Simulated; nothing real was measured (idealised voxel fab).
This section sets out a process module, namely voxel self aligned contacts.
For reference, the cross-section in this document is cut, with width 280 nm and square cells of 5 nm.
In what follows, cross-sections appear as grids of square cells, described through bands that run from the top down, where every band is one or more rows of cells.
Band entry format. Leading values: height of top, height of bottom, nm. Remainder: materials in left-to-right order, each with its width in nm. Special words: "everywhere" on a single material, which then fills the band edge to edge; "blank", empty space.
We count height from 0. Below that, the starting wafer is all one material. The lowest band never ends at the bottom but goes on down; see "0 and below" for how that is written.
Graded width ("30..40"): value in top row of band = first number; value in bottom row = second number; row-to-row change constant.
You'll sometimes find "changes: none" written for a step, and that's the way of saying that nowhere in the cross-section did a cell change during that step.
Under "Tabulated closed voids" you'll find the enclosed gaps, the ones with no way out to the top, that are 8 cells or bigger; each reads width x height at distance, with distance counted from the left edge, everything in nm.
Formally, on a step line, whatever follows the settings is a remark that the simulator itself makes on the step.
Regarding "overlay nm": on a step with a mask, it is the distance the mask lay to the right of its planned place; a negative value places it to the left.

**Listed below are the process steps as planned**
- 1: RECEIVE [material Si]
- 2: CONFORMAL_DEP [material SiO2] [thk nm 5]
- 3: DIRECTIONAL_DEP [material polySi] [thk nm 20]
- 4: DIRECTIONAL_DEP [material SiN] [thk nm 20]
- 5: MASKED_ETCH [tone cover] [mask id GATE] [width nm 25] [pitch nm 55] [etch materials SiN] [depth nm 20] [overlay nm 0]
- 6: MASKED_ETCH [tone cover] [mask id GATE] [width nm 25] [pitch nm 55] [etch materials polySi] [depth nm 20] [overlay nm 0]
- 7: CONFORMAL_DEP [material SiN] [thk nm 5]
- 8: DIRECTIONAL_ETCH [etch materials SiN] [depth nm 5]
- 9: FILL_DEP [material SiO2] [thk nm 15]
- 10: CMP [height nm 50]
- 11: MASKED_ETCH [tone open] [mask id CONTACT] [width nm 40] [pitch nm 55] [etch materials SiO2] [depth nm 50] [overlay nm 0]
- 12: CONFORMAL_DEP [material TiN] [thk nm 5]
- 13: FILL_DEP [material W] [thk nm 5]
- 14: CMP [height nm 50]
- 15: CONFORMAL_DEP [material SiCN] [thk nm 5]

**First of two wafers, with the run carried out as planned**

**Wafer at receipt (post step 1), cross-section**
0 and below  Si everywhere
Tabulated closed voids: none

**Upon completion of step 2, the wafer appears in cross-section as shown**
5 down to 0  SiO2 everywhere
At heights below 0, the structure remains unaltered.

**Upon completion of step 3, the wafer appears in cross-section as shown**
25 down to 5  polySi everywhere
At heights below 5, the structure remains unaltered.

**Upon completion of step 4, the wafer appears in cross-section as shown**
45 down to 25  SiN everywhere
At heights below 25, the structure remains unaltered.

**Upon completion of step 5, the wafer appears in cross-section as shown**
45 down to 25  blank 70 nm  SiN 25 nm  blank 30 nm  SiN 25 nm  blank 30 nm  SiN 25 nm  blank 75 nm
At heights below 25, the structure remains unaltered.

**Upon completion of step 6, the wafer appears in cross-section as shown**
45 down to 25  blank 70 nm  SiN 25 nm  blank 30 nm  SiN 25 nm  blank 30 nm  SiN 25 nm  blank 75 nm
25 down to 5  blank 70 nm  polySi 25 nm  blank 30 nm  polySi 25 nm  blank 30 nm  polySi 25 nm  blank 75 nm
At heights below 5, the structure remains unaltered.

**Upon completion of step 7, the wafer appears in cross-section as shown**
50 down to 25  blank 65 nm  SiN 35 nm  blank 20 nm  SiN 35 nm  blank 20 nm  SiN 35 nm  blank 70 nm
25 down to 10  blank 65 nm  SiN 5 nm  polySi 25 nm  SiN 5 nm  blank 20 nm  SiN 5 nm  polySi 25 nm  SiN 5 nm  blank 20 nm  SiN 5 nm  polySi 25 nm  SiN 5 nm  blank 70 nm
10 down to 5  SiN 70 nm  polySi 25 nm  SiN 30 nm  polySi 25 nm  SiN 30 nm  polySi 25 nm  SiN 75 nm
At heights below 5, the structure remains unaltered.

**Upon completion of step 8, the wafer appears in cross-section as shown**
45 down to 25  blank 65 nm  SiN 35 nm  blank 20 nm  SiN 35 nm  blank 20 nm  SiN 35 nm  blank 70 nm
25 down to 5  blank 65 nm  SiN 5 nm  polySi 25 nm  SiN 5 nm  blank 20 nm  SiN 5 nm  polySi 25 nm  SiN 5 nm  blank 20 nm  SiN 5 nm  polySi 25 nm  SiN 5 nm  blank 70 nm
At heights below 5, the structure remains unaltered.

**Upon completion of step 9, the wafer appears in cross-section as shown**
60 down to 45  SiO2 everywhere
45 down to 25  SiO2 65 nm  SiN 35 nm  SiO2 20 nm  SiN 35 nm  SiO2 20 nm  SiN 35 nm  SiO2 70 nm
25 down to 5  SiO2 65 nm  SiN 5 nm  polySi 25 nm  SiN 5 nm  SiO2 20 nm  SiN 5 nm  polySi 25 nm  SiN 5 nm  SiO2 20 nm  SiN 5 nm  polySi 25 nm  SiN 5 nm  SiO2 70 nm
At heights below 5, the structure remains unaltered.

**Upon completion of step 10, the wafer appears in cross-section as shown**
50 down to 45  SiO2 everywhere
At heights below 45, the structure remains unaltered.

**Upon completion of step 11, the wafer appears in cross-section as shown**
50 down to 45  SiO2 90 nm  blank 40 nm  SiO2 15 nm  blank 40 nm  SiO2 95 nm
45 down to 25  SiO2 65 nm  SiN 35 nm  blank 20 nm  SiN 35 nm  blank 20 nm  SiN 35 nm  SiO2 70 nm
25 down to 5  SiO2 65 nm  SiN 5 nm  polySi 25 nm  SiN 5 nm  blank 20 nm  SiN 5 nm  polySi 25 nm  SiN 5 nm  blank 20 nm  SiN 5 nm  polySi 25 nm  SiN 5 nm  SiO2 70 nm
5 down to 0  SiO2 100 nm  blank 20 nm  SiO2 35 nm  blank 20 nm  SiO2 105 nm
At heights below 0, the structure remains unaltered.

**Upon completion of step 12, the wafer appears in cross-section as shown**
55 down to 50  TiN 95 nm  blank 30 nm  TiN 25 nm  blank 30 nm  TiN 100 nm
50 down to 45  SiO2 90 nm  TiN 15 nm  blank 10 nm  TiN 15 nm  SiO2 15 nm  TiN 15 nm  blank 10 nm  TiN 15 nm  SiO2 95 nm
45 down to 25  SiO2 65 nm  SiN 35 nm  TiN 5 nm  blank 10 nm  TiN 5 nm  SiN 35 nm  TiN 5 nm  blank 10 nm  TiN 5 nm  SiN 35 nm  SiO2 70 nm
25 down to 5  SiO2 65 nm  SiN 5 nm  polySi 25 nm  SiN 5 nm  TiN 5 nm  blank 10 nm  TiN 5 nm  SiN 5 nm  polySi 25 nm  SiN 5 nm  TiN 5 nm  blank 10 nm  TiN 5 nm  SiN 5 nm  polySi 25 nm  SiN 5 nm  SiO2 70 nm
5 down to 0  SiO2 100 nm  TiN 20 nm  SiO2 35 nm  TiN 20 nm  SiO2 105 nm
At heights below 0, the structure remains unaltered.

**Upon completion of step 13, the wafer appears in cross-section as shown**
60 down to 55  W everywhere
55 down to 50  TiN 95 nm  W 30 nm  TiN 25 nm  W 30 nm  TiN 100 nm
50 down to 45  SiO2 90 nm  TiN 15 nm  W 10 nm  TiN 15 nm  SiO2 15 nm  TiN 15 nm  W 10 nm  TiN 15 nm  SiO2 95 nm
45 down to 25  SiO2 65 nm  SiN 35 nm  TiN 5 nm  W 10 nm  TiN 5 nm  SiN 35 nm  TiN 5 nm  W 10 nm  TiN 5 nm  SiN 35 nm  SiO2 70 nm
25 down to 5  SiO2 65 nm  SiN 5 nm  polySi 25 nm  SiN 5 nm  TiN 5 nm  W 10 nm  TiN 5 nm  SiN 5 nm  polySi 25 nm  SiN 5 nm  TiN 5 nm  W 10 nm  TiN 5 nm  SiN 5 nm  polySi 25 nm  SiN 5 nm  SiO2 70 nm
At heights below 5, the structure remains unaltered.

**Upon completion of step 14, the wafer appears in cross-section as shown**
50 down to 45  SiO2 90 nm  TiN 15 nm  W 10 nm  TiN 15 nm  SiO2 15 nm  TiN 15 nm  W 10 nm  TiN 15 nm  SiO2 95 nm
At heights below 45, the structure remains unaltered.

**Upon completion of step 15, the wafer appears in cross-section as shown**
55 down to 50  SiCN everywhere
At heights below 50, the structure remains unaltered.

**Second wafer: same start and same plan as the first, one execution error; identical to the first through step 1**

**Planned end of step 2: second wafer, cross-section**
20 down to 0  polySi everywhere
At heights below 0, the structure remains unaltered.

**Planned end of step 3: second wafer, cross-section**
25 down to 20  SiO2 everywhere
At heights below 20, the structure remains unaltered.

**Planned end of step 4: second wafer, cross-section**
45 down to 25  SiN everywhere
At heights below 25, the structure remains unaltered.

**Planned end of step 5: second wafer, cross-section**
45 down to 25  blank 70 nm  SiN 25 nm  blank 30 nm  SiN 25 nm  blank 30 nm  SiN 25 nm  blank 75 nm
At heights below 25, the structure remains unaltered.

Planned end of step 6: second wafer, cross-section: changes: none

**Planned end of step 7: second wafer, cross-section**
50 down to 30  blank 65 nm  SiN 35 nm  blank 20 nm  SiN 35 nm  blank 20 nm  SiN 35 nm  blank 70 nm
30 down to 25  SiN everywhere
At heights below 25, the structure remains unaltered.

**Planned end of step 8: second wafer, cross-section**
45 down to 25  blank 65 nm  SiN 35 nm  blank 20 nm  SiN 35 nm  blank 20 nm  SiN 35 nm  blank 70 nm
At heights below 25, the structure remains unaltered.

**Planned end of step 9: second wafer, cross-section**
60 down to 45  SiO2 everywhere
45 down to 25  SiO2 65 nm  SiN 35 nm  SiO2 20 nm  SiN 35 nm  SiO2 20 nm  SiN 35 nm  SiO2 70 nm
At heights below 25, the structure remains unaltered.

**Planned end of step 10: second wafer, cross-section**
50 down to 45  SiO2 everywhere
At heights below 45, the structure remains unaltered.

**Planned end of step 11: second wafer, cross-section**
50 down to 45  SiO2 90 nm  blank 40 nm  SiO2 15 nm  blank 40 nm  SiO2 95 nm
45 down to 25  SiO2 65 nm  SiN 35 nm  blank 20 nm  SiN 35 nm  blank 20 nm  SiN 35 nm  SiO2 70 nm
25 down to 20  SiO2 100 nm  blank 20 nm  SiO2 35 nm  blank 20 nm  SiO2 105 nm
At heights below 20, the structure remains unaltered.

**Planned end of step 12: second wafer, cross-section**
55 down to 50  TiN 95 nm  blank 30 nm  TiN 25 nm  blank 30 nm  TiN 100 nm
50 down to 45  SiO2 90 nm  TiN 15 nm  blank 10 nm  TiN 15 nm  SiO2 15 nm  TiN 15 nm  blank 10 nm  TiN 15 nm  SiO2 95 nm
45 down to 25  SiO2 65 nm  SiN 35 nm  TiN 5 nm  blank 10 nm  TiN 5 nm  SiN 35 nm  TiN 5 nm  blank 10 nm  TiN 5 nm  SiN 35 nm  SiO2 70 nm
25 down to 20  SiO2 100 nm  TiN 20 nm  SiO2 35 nm  TiN 20 nm  SiO2 105 nm
At heights below 20, the structure remains unaltered.

**Planned end of step 13: second wafer, cross-section**
60 down to 55  W everywhere
55 down to 50  TiN 95 nm  W 30 nm  TiN 25 nm  W 30 nm  TiN 100 nm
50 down to 45  SiO2 90 nm  TiN 15 nm  W 10 nm  TiN 15 nm  SiO2 15 nm  TiN 15 nm  W 10 nm  TiN 15 nm  SiO2 95 nm
45 down to 25  SiO2 65 nm  SiN 35 nm  TiN 5 nm  W 10 nm  TiN 5 nm  SiN 35 nm  TiN 5 nm  W 10 nm  TiN 5 nm  SiN 35 nm  SiO2 70 nm
At heights below 25, the structure remains unaltered.

**Planned end of step 14: second wafer, cross-section**
50 down to 45  SiO2 90 nm  TiN 15 nm  W 10 nm  TiN 15 nm  SiO2 15 nm  TiN 15 nm  W 10 nm  TiN 15 nm  SiO2 95 nm
At heights below 45, the structure remains unaltered.

**Planned end of step 15: second wafer, cross-section**
55 down to 50  SiCN everywhere
At heights below 50, the structure remains unaltered.
The mistake made against the process plan was this: a sequencing error occurred in which plan steps 2 and 3 were transposed
It is noted that, at the conclusion of processing, the second wafer exhibits a higher or lower cell count for certain materials relative to the first: 24 fewer of SiN, 108 fewer of SiO2, 16 fewer of TiN, 16 fewer of W, 164 more of polySi
